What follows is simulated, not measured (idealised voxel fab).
process module | voxel transistor to metal
cross-section cut | 195 nm wide | cells 5 nm
A cross-section is a grid of square cells, given in bands from the top down. A band is one or more rows of cells.
Each band's line starts with the height of the band's top and of its bottom, in nm. Then come its materials from left to right, each with its width in nm. One material with "throughout" fills the band from edge to edge. "air" is empty space.
Height 0 is the level under which the wafer as received is all one material. The lowest band goes on downwards, as in "0 down".
A width such as "30 to 40" changes by the same amount from each row of cells to the next, from the band's top row to its bottom row.
"no change" after a step means that no cell of the cross-section changed.
closed voids: empty space of 8 cells or more with no open way to the top, each as width x height at its distance from the left edge, in nm
after a step's settings: what the simulator itself notes on the step
overlay nm, on a step with a mask: how far to the right of its planned place the mask lay; to the left if negative
Each pair below shows a cross-section before one step and the cross-section after it, down to the lowest band that changed. The line under each pair gives the step between them, with its settings. The pairs can come from different runs of this module on the same starting wafer, so a pair continues from the pair above only where its "before" says so.
before
  0 down: Si throughout
  closed voids: none
after
  0 to -5: SiO2 throughout
  below -5: unchanged
  closed voids: none
the step between: op OXIDIZE | depth nm 5
before: the cross-section after the pair above
after
  15 to 0: SiN throughout
  below 0: unchanged
  closed voids: none
the step between: op CONFORMAL_DEP | material SiN | thk nm 15
before: the cross-section after the pair above
after
  15 to 0: air 45 | SiN 105 | air 45
  below 0: unchanged
  closed voids: none
the step between: op MASKED_ETCH | tone cover | mask id ACTIVE | width nm 105 | etch materials SiN | depth nm 15 | overlay nm 0
before: the cross-section after the pair above
after
  15 to 0: air 45 | SiN 105 | air 45
  0 to -5: air 45 | SiO2 105 | air 45
  below -5: unchanged
  closed voids: none
the step between: op MASKED_ETCH | tone cover | mask id ACTIVE | width nm 105 | etch materials SiO2 | depth nm 5 | overlay nm 0
before: the cross-section after the pair above
after
  15 to 0: air 45 | SiN 105 | air 45
  0 to -5: air 45 | SiO2 105 | air 45
  -5 to -25: air 45 | Si 105 | air 45
  below -25: unchanged
  closed voids: none
the step between: op MASKED_ETCH | tone cover | mask id ACTIVE | width nm 105 | etch materials Si | depth nm 20 | overlay nm 0
before: the cross-section after the pair above
after
  20 to 15: SiO2 throughout
  15 to 0: SiO2 45 | SiN 105 | SiO2 45
  0 to -5: SiO2 throughout
  -5 to -25: SiO2 45 | Si 105 | SiO2 45
  below -25: unchanged
  closed voids: none
the step between: op FILL_DEP | material SiO2 | thk nm 5
before: the cross-section after the pair above
after
  15 to 0: SiO2 45 | SiN 105 | SiO2 45
  below 0: unchanged
  closed voids: none
the step between: op CMP | height nm 15
before: the cross-section after the pair above
after
  15 to 10: air 45 | SiN 105 | air 45
  below 10: unchanged
  closed voids: none
the step between: op SELECTIVE_ETCH | etch materials SiO2 | depth nm 5
before: the cross-section after the pair above
after
  10 to 0: SiO2 45 | air 105 | SiO2 45
  below 0: unchanged
  closed voids: none
the step between: op STRIP | etch materials SiN
before: the cross-section after the pair above
after
  5 to -5: SiO2 40 | air 115 | SiO2 40
  below -5: unchanged
  closed voids: none
the step between: op SELECTIVE_ETCH | etch materials SiO2 | depth nm 5
before: the cross-section after the pair above
after
  5 to -5: SiO2 40 | air 115 | SiO2 40
  -5 to -10: SiO2 throughout
  below -10: unchanged
  closed voids: none
the step between: op OXIDIZE | depth nm 5
before: the cross-section after the pair above
after
  30 to 20: polySi 40 | air 115 | polySi 40
  20 to 5: polySi throughout
  5 to -5: SiO2 40 | polySi 115 | SiO2 40
  below -5: unchanged
  closed voids: none
the step between: op DIRECTIONAL_DEP | material polySi | thk nm 25
before: the cross-section after the pair above
after
  40 to 30: SiCN 40 | air 115 | SiCN 40
  30 to 20: polySi 40 | SiCN 115 | polySi 40
  below 20: unchanged
  closed voids: none
the step between: op DIRECTIONAL_DEP | material SiCN | thk nm 10
before: the cross-section after the pair above
after
  55 to 45: aC 40 | air 115 | aC 40
  45 to 40: aC throughout
  40 to 30: SiCN 40 | aC 115 | SiCN 40
  below 30: unchanged
  closed voids: none
the step between: op DIRECTIONAL_DEP | material aC | thk nm 15
before: the cross-section after the pair above
after
  85 to 55: air 80 | resist 35 | air 80
  55 to 45: aC 40 | air 40 | resist 35 | air 40 | aC 40
  below 45: unchanged
  closed voids: none
the step between: op PATTERN | tone cover | mask id GATE | material resist | width nm 35 | thk nm 30 | overlay nm 0
before: the cross-section after the pair above
after
  70 to 45: air 80 | resist 35 | air 80
  45 to 40: air 80 | aC 35 | air 80
  40 to 30: SiCN 40 | air 40 | aC 35 | air 40 | SiCN 40
  below 30: unchanged
  closed voids: none
the step between: op DIRECTIONAL_ETCH | etch materials aC | depth nm 15
before: the cross-section after the pair above
after
  45 to 40: air 80 | aC 35 | air 80
  below 40: unchanged
  closed voids: none
the step between: op STRIP | etch materials resist
before: the cross-section after the pair above
after
  45 to 30: air 80 | aC 35 | air 80
  30 to 20: polySi 40 | air 40 | SiCN 35 | air 40 | polySi 40
  below 20: unchanged
  closed voids: none
the step between: op DIRECTIONAL_ETCH | etch materials SiCN | depth nm 20
before: the cross-section after the pair above
after
  45 to 30: air 80 | aC 35 | air 80
  30 to 20: air 80 | SiCN 35 | air 80
  20 to 5: air 80 | polySi 35 | air 80
  5 to -5: SiO2 40 | air 40 | polySi 35 | air 40 | SiO2 40
  below -5: unchanged
  closed voids: none
the step between: op DIRECTIONAL_ETCH | etch materials polySi | depth nm 35
before: the cross-section after the pair above
after
  30 to 20: air 80 | SiCN 35 | air 80
  below 20: unchanged
  closed voids: none
the step between: op STRIP | etch materials aC
before: the cross-section after the pair above
after
  35 to 30: air 75 | SiN 45 | air 75
  30 to 20: air 75 | SiN 5 | SiCN 35 | SiN 5 | air 75
  20 to 10: air 75 | SiN 5 | polySi 35 | SiN 5 | air 75
  10 to 5: SiN 45 | air 30 | SiN 5 | polySi 35 | SiN 5 | air 30 | SiN 45
  5 to 0: SiO2 40 | SiN 5 | air 30 | SiN 5 | polySi 35 | SiN 5 | air 30 | SiN 5 | SiO2 40
  0 to -5: SiO2 40 | SiN 40 | polySi 35 | SiN 40 | SiO2 40
  below -5: unchanged
  closed voids: none
the step between: op CONFORMAL_DEP | material SiN | thk nm 5
before: the cross-section after the pair above
after
  30 to 20: air 75 | SiN 5 | SiCN 35 | SiN 5 | air 75
  20 to 5: air 75 | SiN 5 | polySi 35 | SiN 5 | air 75
  5 to -5: SiO2 40 | SiN 5 | air 30 | SiN 5 | polySi 35 | SiN 5 | air 30 | SiN 5 | SiO2 40
  below -5: unchanged
  closed voids: none
the step between: op DIRECTIONAL_ETCH | etch materials SiN | depth nm 5
before: the cross-section after the pair above
after
  30 to 20: air 75 | SiN 5 | SiCN 35 | SiN 5 | air 75
  20 to 5: air 75 | SiN 5 | polySi 35 | SiN 5 | air 75
  5 to 0: air 40 | SiN 5 | air 30 | SiN 5 | polySi 35 | SiN 5 | air 30 | SiN 5 | air 40
  0 to -5: SiO2 40 | SiN 5 | air 30 | SiN 5 | polySi 35 | SiN 5 | air 30 | SiN 5 | SiO2 40
  -5 to -10: SiO2 45 | air 30 | SiO2 45 | air 30 | SiO2 45
  below -10: unchanged
  closed voids: none
the step between: op DIRECTIONAL_ETCH | etch materials SiO2 | depth nm 5
before: the cross-section after the pair above
after
  30 to 20: air 75 | SiN 5 | SiCN 35 | SiN 5 | air 75
  20 to 5: air 75 | SiN 5 | polySi 35 | SiN 5 | air 75
  5 to 0: air 40 | SiN 5 | air 30 | SiN 5 | polySi 35 | SiN 5 | air 30 | SiN 5 | air 40
  0 to -5: SiO2 40 | SiN 5 | air 30 | SiN 5 | polySi 35 | SiN 5 | air 30 | SiN 5 | SiO2 40
  -5 to -10: SiO2 45 | air 30 | SiO2 45 | air 30 | SiO2 45
  -10 to -15: SiO2 45 | air 30 | Si 45 | air 30 | SiO2 45
  below -15: unchanged
  closed voids: none
the step between: op DIRECTIONAL_ETCH | etch materials Si | depth nm 5
before: the cross-section after the pair above
after
  30 to 20: air 75 | SiN 5 | SiCN 35 | SiN 5 | air 75
  20 to 5: air 75 | SiN 5 | polySi 35 | SiN 5 | air 75
  5 to 0: air 40 | SiN 5 | air 30 | SiN 5 | polySi 35 | SiN 5 | air 30 | SiN 5 | air 40
  0 to -5: SiO2 40 | SiN 5 | air 30 | SiN 5 | polySi 35 | SiN 5 | air 30 | SiN 5 | SiO2 40
  -5 to -10: SiO2 45 | air 25 | pSi 5 | SiO2 45 | pSi 5 | air 25 | SiO2 45
  -10 to -15: SiO2 45 | pSi 30 | Si 45 | pSi 30 | SiO2 45
  below -15: unchanged
  closed voids: none
the step between: op EPI | material pSi | thk nm 5
before: the cross-section after the pair above
after
  35 to 30: SiO2 throughout
  30 to 20: SiO2 75 | SiN 5 | SiCN 35 | SiN 5 | SiO2 75
  20 to 5: SiO2 75 | SiN 5 | polySi 35 | SiN 5 | SiO2 75
  5 to -5: SiO2 40 | SiN 5 | SiO2 30 | SiN 5 | polySi 35 | SiN 5 | SiO2 30 | SiN 5 | SiO2 40
  -5 to -10: SiO2 70 | pSi 5 | SiO2 45 | pSi 5 | SiO2 70
  below -10: unchanged
  closed voids: none
the step between: op FILL_DEP | material SiO2 | thk nm 5
before: the cross-section after the pair above
after
  20 to 5: SiO2 75 | SiN 5 | polySi 35 | SiN 5 | SiO2 75
  below 5: unchanged
  closed voids: none
the step between: op CMP | height nm 20
before: the cross-section after the pair above
after
  20 to 5: SiO2 75 | SiN 5 | air 35 | SiN 5 | SiO2 75
  5 to -5: SiO2 40 | SiN 5 | SiO2 30 | SiN 5 | air 35 | SiN 5 | SiO2 30 | SiN 5 | SiO2 40
  below -5: unchanged
  closed voids: none
the step between: op STRIP | etch materials polySi
before: the cross-section after the pair above
after
  20 to 15: air 75 | SiN 5 | air 35 | SiN 5 | air 75
  15 to 5: SiO2 75 | SiN 5 | air 35 | SiN 5 | SiO2 75
  5 to -5: SiO2 40 | SiN 5 | SiO2 30 | SiN 5 | air 35 | SiN 5 | SiO2 30 | SiN 5 | SiO2 40
  -5 to -10: SiO2 70 | pSi 5 | air 45 | pSi 5 | SiO2 70
  below -10: unchanged
  closed voids: none
the step between: op SELECTIVE_ETCH | etch materials SiO2 | depth nm 5
before: the cross-section after the pair above
after
  25 to 20: air 70 | HfO2 15 | air 25 | HfO2 15 | air 70
  20 to 15: HfO2 75 | SiN 5 | HfO2 5 | air 25 | HfO2 5 | SiN 5 | HfO2 75
  15 to 5: SiO2 75 | SiN 5 | HfO2 5 | air 25 | HfO2 5 | SiN 5 | SiO2 75
  5 to -5: SiO2 40 | SiN 5 | SiO2 30 | SiN 5 | HfO2 5 | air 25 | HfO2 5 | SiN 5 | SiO2 30 | SiN 5 | SiO2 40
  -5 to -10: SiO2 70 | pSi 5 | HfO2 45 | pSi 5 | SiO2 70
  below -10: unchanged
  closed voids: none
the step between: op CONFORMAL_DEP | material HfO2 | thk nm 5
before: the cross-section after the pair above
after
  30 to 25: air 65 | TiN 25 | air 15 | TiN 25 | air 65
  25 to 20: TiN 70 | HfO2 15 | TiN 5 | air 15 | TiN 5 | HfO2 15 | TiN 70
  20 to 15: HfO2 75 | SiN 5 | HfO2 5 | TiN 5 | air 15 | TiN 5 | HfO2 5 | SiN 5 | HfO2 75
  15 to 5: SiO2 75 | SiN 5 | HfO2 5 | TiN 5 | air 15 | TiN 5 | HfO2 5 | SiN 5 | SiO2 75
  5 to 0: SiO2 40 | SiN 5 | SiO2 30 | SiN 5 | HfO2 5 | TiN 5 | air 15 | TiN 5 | HfO2 5 | SiN 5 | SiO2 30 | SiN 5 | SiO2 40
  0 to -5: SiO2 40 | SiN 5 | SiO2 30 | SiN 5 | HfO2 5 | TiN 25 | HfO2 5 | SiN 5 | SiO2 30 | SiN 5 | SiO2 40
  below -5: unchanged
  closed voids: none
the step between: op CONFORMAL_DEP | material TiN | thk nm 5
before: the cross-section after the pair above
after
  35 to 30: W throughout
  30 to 25: W 65 | TiN 25 | W 15 | TiN 25 | W 65
  25 to 20: TiN 70 | HfO2 15 | TiN 5 | W 15 | TiN 5 | HfO2 15 | TiN 70
  20 to 15: HfO2 75 | SiN 5 | HfO2 5 | TiN 5 | W 15 | TiN 5 | HfO2 5 | SiN 5 | HfO2 75
  15 to 5: SiO2 75 | SiN 5 | HfO2 5 | TiN 5 | W 15 | TiN 5 | HfO2 5 | SiN 5 | SiO2 75
  5 to 0: SiO2 40 | SiN 5 | SiO2 30 | SiN 5 | HfO2 5 | TiN 5 | W 15 | TiN 5 | HfO2 5 | SiN 5 | SiO2 30 | SiN 5 | SiO2 40
  below 0: unchanged
  closed voids: none
the step between: op FILL_DEP | material W | thk nm 5
before: the cross-section after the pair above
after
  15 to 5: SiO2 75 | SiN 5 | HfO2 5 | TiN 5 | W 15 | TiN 5 | HfO2 5 | SiN 5 | SiO2 75
  below 5: unchanged
  closed voids: none
the step between: op CMP | height nm 15
before: the cross-section after the pair above
after
  25 to 15: SiO2 throughout
  below 15: unchanged
  closed voids: none
the step between: op DIRECTIONAL_DEP | material SiO2 | thk nm 10
before: the cross-section after the pair above
after
  45 to 25: resist 50 | air 15 | resist 65 | air 15 | resist 50
  below 25: unchanged
  closed voids: none
the step between: op PATTERN | tone open | mask id CONTACT | material resist | width nm 15 | pitch nm 80 | thk nm 20 | overlay nm 0
before: the cross-section after the pair above
after
  45 to 25: resist 50 | air 15 | resist 65 | air 15 | resist 50
  25 to 15: SiO2 50 | air 15 | SiO2 65 | air 15 | SiO2 50
  15 to 5: SiO2 50 | air 15 | SiO2 10 | SiN 5 | HfO2 5 | TiN 5 | W 15 | TiN 5 | HfO2 5 | SiN 5 | SiO2 10 | air 15 | SiO2 50
  5 to 0: SiO2 40 | SiN 5 | SiO2 5 | air 15 | SiO2 10 | SiN 5 | HfO2 5 | TiN 5 | W 15 | TiN 5 | HfO2 5 | SiN 5 | SiO2 10 | air 15 | SiO2 5 | SiN 5 | SiO2 40
  0 to -5: SiO2 40 | SiN 5 | SiO2 5 | air 15 | SiO2 10 | SiN 5 | HfO2 5 | TiN 25 | HfO2 5 | SiN 5 | SiO2 10 | air 15 | SiO2 5 | SiN 5 | SiO2 40
  -5 to -10: SiO2 50 | air 15 | SiO2 5 | pSi 5 | HfO2 45 | pSi 5 | SiO2 5 | air 15 | SiO2 50
  below -10: unchanged
  closed voids: none
the step between: op DIRECTIONAL_ETCH | etch materials SiO2 | depth nm 35
before: the cross-section after the pair above
after
  25 to 15: SiO2 50 | air 15 | SiO2 65 | air 15 | SiO2 50
  below 15: unchanged
  closed voids: none
the step between: op STRIP | etch materials resist
before: the cross-section after the pair above
after
  30 to 25: TiN 55 | air 5 | TiN 75 | air 5 | TiN 55
  25 to 15: SiO2 50 | TiN 5 | air 5 | TiN 5 | SiO2 65 | TiN 5 | air 5 | TiN 5 | SiO2 50
  15 to 5: SiO2 50 | TiN 5 | air 5 | TiN 5 | SiO2 10 | SiN 5 | HfO2 5 | TiN 5 | W 15 | TiN 5 | HfO2 5 | SiN 5 | SiO2 10 | TiN 5 | air 5 | TiN 5 | SiO2 50
  5 to 0: SiO2 40 | SiN 5 | SiO2 5 | TiN 5 | air 5 | TiN 5 | SiO2 10 | SiN 5 | HfO2 5 | TiN 5 | W 15 | TiN 5 | HfO2 5 | SiN 5 | SiO2 10 | TiN 5 | air 5 | TiN 5 | SiO2 5 | SiN 5 | SiO2 40
  0 to -5: SiO2 40 | SiN 5 | SiO2 5 | TiN 5 | air 5 | TiN 5 | SiO2 10 | SiN 5 | HfO2 5 | TiN 25 | HfO2 5 | SiN 5 | SiO2 10 | TiN 5 | air 5 | TiN 5 | SiO2 5 | SiN 5 | SiO2 40
  -5 to -10: SiO2 50 | TiN 15 | SiO2 5 | pSi 5 | HfO2 45 | pSi 5 | SiO2 5 | TiN 15 | SiO2 50
  below -10: unchanged
  closed voids: none
the step between: op CONFORMAL_DEP | material TiN | thk nm 5
before: the cross-section after the pair above
after
  40 to 30: Ru throughout
  30 to 25: TiN 55 | Ru 5 | TiN 75 | Ru 5 | TiN 55
  25 to 15: SiO2 50 | TiN 5 | Ru 5 | TiN 5 | SiO2 65 | TiN 5 | Ru 5 | TiN 5 | SiO2 50
  15 to 5: SiO2 50 | TiN 5 | Ru 5 | TiN 5 | SiO2 10 | SiN 5 | HfO2 5 | TiN 5 | W 15 | TiN 5 | HfO2 5 | SiN 5 | SiO2 10 | TiN 5 | Ru 5 | TiN 5 | SiO2 50
  5 to 0: SiO2 40 | SiN 5 | SiO2 5 | TiN 5 | Ru 5 | TiN 5 | SiO2 10 | SiN 5 | HfO2 5 | TiN 5 | W 15 | TiN 5 | HfO2 5 | SiN 5 | SiO2 10 | TiN 5 | Ru 5 | TiN 5 | SiO2 5 | SiN 5 | SiO2 40
  0 to -5: SiO2 40 | SiN 5 | SiO2 5 | TiN 5 | Ru 5 | TiN 5 | SiO2 10 | SiN 5 | HfO2 5 | TiN 25 | HfO2 5 | SiN 5 | SiO2 10 | TiN 5 | Ru 5 | TiN 5 | SiO2 5 | SiN 5 | SiO2 40
  below -5: unchanged
  closed voids: none
the step between: op FILL_DEP | material Ru | thk nm 10
before: the cross-section after the pair above
after
  25 to 15: SiO2 50 | TiN 5 | Ru 5 | TiN 5 | SiO2 65 | TiN 5 | Ru 5 | TiN 5 | SiO2 50
  below 15: unchanged
  closed voids: none
the step between: op CMP | height nm 25
before: the cross-section after the pair above
after
  30 to 25: TiN throughout
  below 25: unchanged
  closed voids: none
the step between: op DIRECTIONAL_DEP | material TiN | thk nm 5
before: the cross-section after the pair above
after
  55 to 30: Ru throughout
  below 30: unchanged
  closed voids: none
the step between: op DIRECTIONAL_DEP | material Ru | thk nm 25
before: the cross-section after the pair above
after
  55 to 30: air 50 | Ru 15 | air 65 | Ru 15 | air 50
  below 30: unchanged
  closed voids: none
the step between: op MASKED_ETCH | tone cover | mask id METAL_1 | width nm 15 | pitch nm 80 | etch materials Ru | depth nm 25 | overlay nm 0
before: the cross-section after the pair above
after
  55 to 30: air 50 | Ru 15 | air 65 | Ru 15 | air 50
  30 to 25: air 50 | TiN 15 | air 65 | TiN 15 | air 50
  below 25: unchanged
  closed voids: none
the step between: op MASKED_ETCH | tone cover | mask id METAL_1 | width nm 15 | pitch nm 80 | etch materials TiN | depth nm 5 | overlay nm 0
before: the cross-section after the pair above
after
  60 to 55: SiO2 throughout
  55 to 30: SiO2 50 | Ru 15 | SiO2 65 | Ru 15 | SiO2 50
  30 to 25: SiO2 50 | TiN 15 | SiO2 65 | TiN 15 | SiO2 50
  below 25: unchanged
  closed voids: none
the step between: op FILL_DEP | material SiO2 | thk nm 5
before: the cross-section after the pair above
after
  55 to 30: SiO2 50 | Ru 15 | SiO2 65 | Ru 15 | SiO2 50
  below 30: unchanged
  closed voids: none
the step between: op CMP | height nm 55
before: the cross-section after the pair above
after
  60 to 55: SiN throughout
  below 55: unchanged
  closed voids: none
the step between: op CONFORMAL_DEP | material SiN | thk nm 5
before
  40 to 30: Ru throughout
  30 to 25: TiN 55 | Ru 5 | TiN 75 | Ru 5 | TiN 55
  25 to 15: SiO2 50 | TiN 5 | Ru 5 | TiN 5 | SiO2 65 | TiN 5 | Ru 5 | TiN 5 | SiO2 50
  15 to 5: SiO2 50 | TiN 5 | Ru 5 | TiN 5 | SiO2 10 | SiN 5 | HfO2 5 | TiN 5 | W 15 | TiN 5 | HfO2 5 | SiN 5 | SiO2 10 | TiN 5 | Ru 5 | TiN 5 | SiO2 50
  5 to 0: SiO2 40 | SiN 5 | SiO2 5 | TiN 5 | Ru 5 | TiN 5 | SiO2 10 | SiN 5 | HfO2 5 | TiN 5 | W 15 | TiN 5 | HfO2 5 | SiN 5 | SiO2 10 | TiN 5 | Ru 5 | TiN 5 | SiO2 5 | SiN 5 | SiO2 40
  0 to -5: SiO2 40 | SiN 5 | SiO2 5 | TiN 5 | Ru 5 | TiN 5 | SiO2 10 | SiN 5 | HfO2 5 | TiN 25 | HfO2 5 | SiN 5 | SiO2 10 | TiN 5 | Ru 5 | TiN 5 | SiO2 5 | SiN 5 | SiO2 40
  -5 to -10: SiO2 50 | TiN 15 | SiO2 5 | pSi 5 | HfO2 45 | pSi 5 | SiO2 5 | TiN 15 | SiO2 50
  -10 to -15: SiO2 45 | pSi 30 | Si 45 | pSi 30 | SiO2 45
  -15 to -25: SiO2 45 | Si 105 | SiO2 45
  -25 down: Si throughout
  closed voids: none
after
  45 to 40: TiN throughout
  below 40: unchanged
  closed voids: none
the step between: op DIRECTIONAL_DEP | material TiN | thk nm 5
before: the cross-section after the pair above
after
  70 to 45: Ru throughout
  below 45: unchanged
  closed voids: none
the step between: op DIRECTIONAL_DEP | material Ru | thk nm 25
before: the cross-section after the pair above
after
  70 to 45: air 50 | Ru 15 | air 65 | Ru 15 | air 50
  below 45: unchanged
  closed voids: none
the step between: op MASKED_ETCH | tone cover | mask id METAL_1 | width nm 15 | pitch nm 80 | etch materials Ru | depth nm 25 | overlay nm 0
before: the cross-section after the pair above
after
  70 to 45: air 50 | Ru 15 | air 65 | Ru 15 | air 50
  45 to 40: air 50 | TiN 15 | air 65 | TiN 15 | air 50
  below 40: unchanged
  closed voids: none
the step between: op MASKED_ETCH | tone cover | mask id METAL_1 | width nm 15 | pitch nm 80 | etch materials TiN | depth nm 5 | overlay nm 0
before: the cross-section after the pair above
after
  75 to 70: SiO2 throughout
  70 to 45: SiO2 50 | Ru 15 | SiO2 65 | Ru 15 | SiO2 50
  45 to 40: SiO2 50 | TiN 15 | SiO2 65 | TiN 15 | SiO2 50
  below 40: unchanged
  closed voids: none
the step between: op FILL_DEP | material SiO2 | thk nm 5
before: the cross-section after the pair above
after
  55 to 45: SiO2 50 | Ru 15 | SiO2 65 | Ru 15 | SiO2 50
  below 45: unchanged
  closed voids: none
the step between: op CMP | height nm 55
before: the cross-section after the pair above
after
  60 to 55: SiN throughout
  below 55: unchanged
  closed voids: none
the step between: op CONFORMAL_DEP | material SiN | thk nm 5
before
  15 to 0: air 45 | SiN 105 | air 45
  0 to -5: air 45 | SiO2 105 | air 45
  -5 to -25: air 45 | Si 105 | air 45
  -25 down: Si throughout
  closed voids: none
after
  15 to 0: air 45 | SiN 105 | air 45
  0 to -5: air 45 | SiO2 105 | air 45
  -5 to -45: air 45 | Si 105 | air 45
  below -45: unchanged
  closed voids: none
the step between: op MASKED_ETCH | tone cover | mask id ACTIVE | width nm 105 | etch materials Si | depth nm 20 | overlay nm 0
before: the cross-section after the pair above
after
  20 to 15: SiO2 throughout
  15 to 0: SiO2 45 | SiN 105 | SiO2 45
  0 to -5: SiO2 throughout
  -5 to -45: SiO2 45 | Si 105 | SiO2 45
  below -45: unchanged
  closed voids: none
the step between: op FILL_DEP | material SiO2 | thk nm 5
before: the cross-section after the pair above
after
  15 to 0: SiO2 45 | SiN 105 | SiO2 45
  below 0: unchanged
  closed voids: none
the step between: op CMP | height nm 15
before: the cross-section after the pair above
after
  15 to 10: air 45 | SiN 105 | air 45
  below 10: unchanged
  closed voids: none
the step between: op SELECTIVE_ETCH | etch materials SiO2 | depth nm 5
before: the cross-section after the pair above
after
  10 to 0: SiO2 45 | air 105 | SiO2 45
  below 0: unchanged
  closed voids: none
the step between: op STRIP | etch materials SiN
before: the cross-section after the pair above
after
  5 to -5: SiO2 40 | air 115 | SiO2 40
  below -5: unchanged
  closed voids: none
the step between: op SELECTIVE_ETCH | etch materials SiO2 | depth nm 5
before: the cross-section after the pair above
after
  5 to -5: SiO2 40 | air 115 | SiO2 40
  -5 to -10: SiO2 throughout
  below -10: unchanged
  closed voids: none
the step between: op OXIDIZE | depth nm 5
before: the cross-section after the pair above
after
  30 to 20: polySi 40 | air 115 | polySi 40
  20 to 5: polySi throughout
  5 to -5: SiO2 40 | polySi 115 | SiO2 40
  below -5: unchanged
  closed voids: none
the step between: op DIRECTIONAL_DEP | material polySi | thk nm 25
before: the cross-section after the pair above
after
  40 to 30: SiCN 40 | air 115 | SiCN 40
  30 to 20: polySi 40 | SiCN 115 | polySi 40
  below 20: unchanged
  closed voids: none
the step between: op DIRECTIONAL_DEP | material SiCN | thk nm 10
before: the cross-section after the pair above
after
  55 to 45: aC 40 | air 115 | aC 40
  45 to 40: aC throughout
  40 to 30: SiCN 40 | aC 115 | SiCN 40
  below 30: unchanged
  closed voids: none
the step between: op DIRECTIONAL_DEP | material aC | thk nm 15
before: the cross-section after the pair above
after
  85 to 55: air 80 | resist 35 | air 80
  55 to 45: aC 40 | air 40 | resist 35 | air 40 | aC 40
  below 45: unchanged
  closed voids: none
the step between: op PATTERN | tone cover | mask id GATE | material resist | width nm 35 | thk nm 30 | overlay nm 0
before: the cross-section after the pair above
after
  70 to 45: air 80 | resist 35 | air 80
  45 to 40: air 80 | aC 35 | air 80
  40 to 30: SiCN 40 | air 40 | aC 35 | air 40 | SiCN 40
  below 30: unchanged
  closed voids: none
the step between: op DIRECTIONAL_ETCH | etch materials aC | depth nm 15
before: the cross-section after the pair above
after
  45 to 40: air 80 | aC 35 | air 80
  below 40: unchanged
  closed voids: none
the step between: op STRIP | etch materials resist
before: the cross-section after the pair above
after
  45 to 30: air 80 | aC 35 | air 80
  30 to 20: polySi 40 | air 40 | SiCN 35 | air 40 | polySi 40
  below 20: unchanged
  closed voids: none
the step between: op DIRECTIONAL_ETCH | etch materials SiCN | depth nm 20
before: the cross-section after the pair above
after
  45 to 30: air 80 | aC 35 | air 80
  30 to 20: air 80 | SiCN 35 | air 80
  20 to 5: air 80 | polySi 35 | air 80
  5 to -5: SiO2 40 | air 40 | polySi 35 | air 40 | SiO2 40
  below -5: unchanged
  closed voids: none
the step between: op DIRECTIONAL_ETCH | etch materials polySi | depth nm 35
before: the cross-section after the pair above
after
  30 to 20: air 80 | SiCN 35 | air 80
  below 20: unchanged
  closed voids: none
the step between: op STRIP | etch materials aC
before: the cross-section after the pair above
after
  35 to 30: air 75 | SiN 45 | air 75
  30 to 20: air 75 | SiN 5 | SiCN 35 | SiN 5 | air 75
  20 to 10: air 75 | SiN 5 | polySi 35 | SiN 5 | air 75
  10 to 5: SiN 45 | air 30 | SiN 5 | polySi 35 | SiN 5 | air 30 | SiN 45
  5 to 0: SiO2 40 | SiN 5 | air 30 | SiN 5 | polySi 35 | SiN 5 | air 30 | SiN 5 | SiO2 40
  0 to -5: SiO2 40 | SiN 40 | polySi 35 | SiN 40 | SiO2 40
  below -5: unchanged
  closed voids: none
the step between: op CONFORMAL_DEP | material SiN | thk nm 5
before: the cross-section after the pair above
after
  30 to 20: air 75 | SiN 5 | SiCN 35 | SiN 5 | air 75
  20 to 5: air 75 | SiN 5 | polySi 35 | SiN 5 | air 75
  5 to -5: SiO2 40 | SiN 5 | air 30 | SiN 5 | polySi 35 | SiN 5 | air 30 | SiN 5 | SiO2 40
  below -5: unchanged
  closed voids: none
the step between: op DIRECTIONAL_ETCH | etch materials SiN | depth nm 5
before: the cross-section after the pair above
after
  30 to 20: air 75 | SiN 5 | SiCN 35 | SiN 5 | air 75
  20 to 5: air 75 | SiN 5 | polySi 35 | SiN 5 | air 75
  5 to 0: air 40 | SiN 5 | air 30 | SiN 5 | polySi 35 | SiN 5 | air 30 | SiN 5 | air 40
  0 to -5: SiO2 40 | SiN 5 | air 30 | SiN 5 | polySi 35 | SiN 5 | air 30 | SiN 5 | SiO2 40
  -5 to -10: SiO2 45 | air 30 | SiO2 45 | air 30 | SiO2 45
  below -10: unchanged
  closed voids: none
the step between: op DIRECTIONAL_ETCH | etch materials SiO2 | depth nm 5
before: the cross-section after the pair above
after
  30 to 20: air 75 | SiN 5 | SiCN 35 | SiN 5 | air 75
  20 to 5: air 75 | SiN 5 | polySi 35 | SiN 5 | air 75
  5 to 0: air 40 | SiN 5 | air 30 | SiN 5 | polySi 35 | SiN 5 | air 30 | SiN 5 | air 40
  0 to -5: SiO2 40 | SiN 5 | air 30 | SiN 5 | polySi 35 | SiN 5 | air 30 | SiN 5 | SiO2 40
  -5 to -10: SiO2 45 | air 30 | SiO2 45 | air 30 | SiO2 45
  -10 to -15: SiO2 45 | air 30 | Si 45 | air 30 | SiO2 45
  below -15: unchanged
  closed voids: none
the step between: op DIRECTIONAL_ETCH | etch materials Si | depth nm 5
before: the cross-section after the pair above
after
  30 to 20: air 75 | SiN 5 | SiCN 35 | SiN 5 | air 75
  20 to 5: air 75 | SiN 5 | polySi 35 | SiN 5 | air 75
  5 to 0: air 40 | SiN 5 | air 30 | SiN 5 | polySi 35 | SiN 5 | air 30 | SiN 5 | air 40
  0 to -5: SiO2 40 | SiN 5 | air 30 | SiN 5 | polySi 35 | SiN 5 | air 30 | SiN 5 | SiO2 40
  -5 to -10: SiO2 45 | air 25 | pSi 5 | SiO2 45 | pSi 5 | air 25 | SiO2 45
  -10 to -15: SiO2 45 | pSi 30 | Si 45 | pSi 30 | SiO2 45
  below -15: unchanged
  closed voids: none
the step between: op EPI | material pSi | thk nm 5
before: the cross-section after the pair above
after
  35 to 30: SiO2 throughout
  30 to 20: SiO2 75 | SiN 5 | SiCN 35 | SiN 5 | SiO2 75
  20 to 5: SiO2 75 | SiN 5 | polySi 35 | SiN 5 | SiO2 75
  5 to -5: SiO2 40 | SiN 5 | SiO2 30 | SiN 5 | polySi 35 | SiN 5 | SiO2 30 | SiN 5 | SiO2 40
  -5 to -10: SiO2 70 | pSi 5 | SiO2 45 | pSi 5 | SiO2 70
  below -10: unchanged
  closed voids: none
the step between: op FILL_DEP | material SiO2 | thk nm 5
before: the cross-section after the pair above
after
  20 to 5: SiO2 75 | SiN 5 | polySi 35 | SiN 5 | SiO2 75
  below 5: unchanged
  closed voids: none
the step between: op CMP | height nm 20
before: the cross-section after the pair above
after
  20 to 5: SiO2 75 | SiN 5 | air 35 | SiN 5 | SiO2 75
  5 to -5: SiO2 40 | SiN 5 | SiO2 30 | SiN 5 | air 35 | SiN 5 | SiO2 30 | SiN 5 | SiO2 40
  below -5: unchanged
  closed voids: none
the step between: op STRIP | etch materials polySi
before: the cross-section after the pair above
after
  20 to 15: air 75 | SiN 5 | air 35 | SiN 5 | air 75
  15 to 5: SiO2 75 | SiN 5 | air 35 | SiN 5 | SiO2 75
  5 to -5: SiO2 40 | SiN 5 | SiO2 30 | SiN 5 | air 35 | SiN 5 | SiO2 30 | SiN 5 | SiO2 40
  -5 to -10: SiO2 70 | pSi 5 | air 45 | pSi 5 | SiO2 70
  below -10: unchanged
  closed voids: none
the step between: op SELECTIVE_ETCH | etch materials SiO2 | depth nm 5
